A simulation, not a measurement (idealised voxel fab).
Process module name: voxel double patterning
cross-section cut | 230 nm wide | cells 5 nm
Cross-section = grid of square cells, listed top down in bands; band = one or more rows.
Top height, bottom height, nm. Materials left to right, width each, nm. Single material + "edge to edge" = fills band edge to edge. "empty" = empty.
All heights in this document are referenced to 0, defined as the level beneath which the wafer, as received, consists entirely of one material. The lowest band is not bounded below; it extends indefinitely downward and is written in the form "top 0, no bottom".
Width "30..40": first value at the band's top row of cells, second value at its bottom row, equal change from row to row.
It should be understood that the words "no modification", when stated for a given step, signify that the cross-section underwent no change in any of its cells during that step.
The entry titled "Sealed internal cavities" provides the empty spaces that have no open way to the top, restricted to those of 8 cells or more. Each is presented as width x height at distance, the distance being measured from the left edge, with all three in nm.
Past the settings on a step's line: simulator remark, on that step.
Regarding "overlay nm": on a step with a mask, it is the distance the mask lay to the right of its planned place; a negative value places it to the left.
## Process steps (planned)
1. RECEIVE | material Si
2. CONFORMAL_DEP | material SiO2 | thk nm 5
3. DIRECTIONAL_DEP | material TiN | thk nm 10
4. DIRECTIONAL_DEP | material SiN | thk nm 5
5. MASKED_ETCH | tone open | mask id FIRST | width nm 15 | pitch nm 50 | etch materials SiN | depth nm 5 | overlay nm 0
6. MASKED_ETCH | tone open | mask id SECOND | width nm 15 | etch materials SiN | depth nm 5 | overlay nm 0
7. DIRECTIONAL_ETCH | etch materials TiN | depth nm 10
8. STRIP | etch materials SiN
## Received-state cross-section, reflecting completion of step 1
* top 0, no bottom  Si edge to edge
* Sealed internal cavities: none
## End-of-module cross-section. Starting structure and process plan as above; one mistake made in running it
* top 15, bottom 5  empty: 80, then TiN: 15, then empty: 35, then TiN: 15, then empty: 85
* top 5, bottom 0  SiO2 edge to edge
* top 0, no bottom  Si edge to edge
* Sealed internal cavities: none
Diagnosis: step 5 was not run as planned; what actually ran was MASKED_ETCH | tone cover | mask id FIRST | width nm 15 | pitch nm 50 | etch materials SiN | depth nm 5 | overlay nm 0
